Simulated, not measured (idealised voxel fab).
Documented hereafter: the process module known as voxel trench capacitor.
The width of the displayed cross-section, cut, is 270 nm; its cells are square, with a size of 5 nm.
Cross-section, as written here: a square-cell grid given band by band from the top down, where a band holds one or more rows of cells.
Per band: top height and bottom height in nm, followed by the left-to-right materials and their widths in nm; "everywhere" marks a single material spanning edge to edge, "blank" marks empty space.
Convention: height 0 is the level below which the wafer, as received, is all one material. The lowest band does not terminate at the bottom but continues downward, represented as "0 and below".
Think of "30..40" as a width that walks from the first number to the second as you go down the band, top row to bottom row, taking equal-sized steps from row to row.
Where the words "no change occurred" appear for a step, the cross-section shows no cell changed by that step; every cell remained as before.
Heads up: "Closed void list" only lists the empty pockets with no open path to the top that are 8 cells or more, and it writes them as width x height at distance, distance from the left edge, in nm.
What comes after the settings on a step's line is commentary from the simulator itself on that step.
If you see "overlay nm" on a step's line and that step has a mask, it's telling you how far right of where it was planned the mask ended up; a negative number means it went left instead.

Steps planned for the process
step 1: RECEIVE [material Si]
step 2: CONFORMAL_DEP [material SiN] [thk nm 5]
step 3: DIRECTIONAL_DEP [material aC] [thk nm 15]
step 4: PATTERN [tone open] [mask id TRENCH] [material resist] [width nm 15] [pitch nm 30] [thk nm 35] [overlay nm 0]
step 5: DIRECTIONAL_ETCH [etch materials aC] [depth nm 15]
step 6: STRIP [etch materials resist]
step 7: DIRECTIONAL_ETCH [etch materials SiN] [depth nm 5]
step 8: DIRECTIONAL_ETCH [etch materials Si] [depth nm 35]
step 9: STRIP [etch materials aC]
step 10: CONFORMAL_DEP [material SiO2] [thk nm 5]
step 11: FILL_DEP [material polySi] [thk nm 10]
step 12: CMP [height nm 5]

Cross-section of the wafer upon arrival, representing the state reached after step 1
* 0 and below: Si everywhere
* Closed void list: none

Post-module cross-section: identical start and plan to those above, one misstep in execution
* 0 down to -30: Si: 95, then SiO2: 5, then polySi: 5, then SiO2: 5, then Si: 15, then SiO2: 5, then polySi: 5, then SiO2: 5, then Si: 15, then SiO2: 5, then polySi: 5, then SiO2: 5, then Si: 100
* -30 down to -35: Si: 95, then SiO2: 15, then Si: 15, then SiO2: 15, then Si: 15, then SiO2: 15, then Si: 100
* -35 and below: Si everywhere
* Closed void list: none
So what did we get wrong on this run? step 12 did not happen as planned, as run it was CMP [height nm 0]
